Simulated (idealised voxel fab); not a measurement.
The process module presented herein is designated voxel ribs on slabs.
Cross-sectional view cut (width: 205 nm; square cell size: 5 nm).
A cross-section in this document is a grid of square cells, and it is written down as bands, the top band listed before the ones below it; a band is made up of one or more rows of cells.
Band: top and bottom heights (nm) first, top before bottom; then materials from left to right, widths in nm. "full width" marks a sole material filling the band edge to edge. "air" denotes empty space.
The reference from which all heights are counted is 0, the level beneath which the as-received wafer is entirely one material; the lowest band, having no lower bound, proceeds downward and is written after the example "0..down".
A width given as "30->40" starts at the first number in the band's top row and ends at the second number in its bottom row, shifting by an equal amount at every step from row to row.
"no modification" for a step: no cell of the cross-section changed in that step.
Closed-off voids of 8+ cells (no open route to the top) go in "Fully sealed cavities", written width x height at distance from the left edge, in nm.
Whatever follows a step's settings on its line is a remark the simulator itself makes about that step.
overlay nm: where the mask lay relative to plan, measured to the right, on steps with a mask; negatives go left.

The following list gives the planned process steps
1) RECEIVE,material Si
2) DIRECTIONAL_DEP,material SiO2,thk nm 20
3) DIRECTIONAL_DEP,material SiN,thk nm 25
4) DIRECTIONAL_DEP,material aC,thk nm 10
5) PATTERN,tone cover,mask id RIB,material resist,width nm 20,thk nm 25,overlay nm 0
6) DIRECTIONAL_ETCH,etch materials aC,depth nm 10
7) STRIP,etch materials resist
8) DIRECTIONAL_ETCH,etch materials SiN,depth nm 15
9) STRIP,etch materials aC
10) MASKED_ETCH,tone cover,mask id SLAB,width nm 70,etch materials SiN,depth nm 10,overlay nm 0
11) FILL_DEP,material SiO2,thk nm 20
12) CMP,height nm 55
13) DIRECTIONAL_DEP,material TiN,thk nm 5
14) PATTERN,tone cover,mask id HEATER,material resist,width nm 30,thk nm 15,overlay nm 0
15) DIRECTIONAL_ETCH,etch materials TiN,depth nm 5
16) STRIP,etch materials resist
17) CONFORMAL_DEP,material SiN,thk nm 10

Cross-section, incoming material, after step 1
0..down | Si full width
Fully sealed cavities: none

End-of-module cross-section. Starting structure and process plan as above; one mistake made in running it
60..55 | air 85 nm, TiN 30 nm, air 90 nm
55..45 | SiO2 full width
45..30 | SiO2 90 nm, SiN 20 nm, SiO2 95 nm
30..20 | SiO2 65 nm, SiN 70 nm, SiO2 70 nm
20..0 | SiO2 full width
0..down | Si full width
Fully sealed cavities: none
Where did the run depart from the plan? plan step 17 was not performed, having been skipped
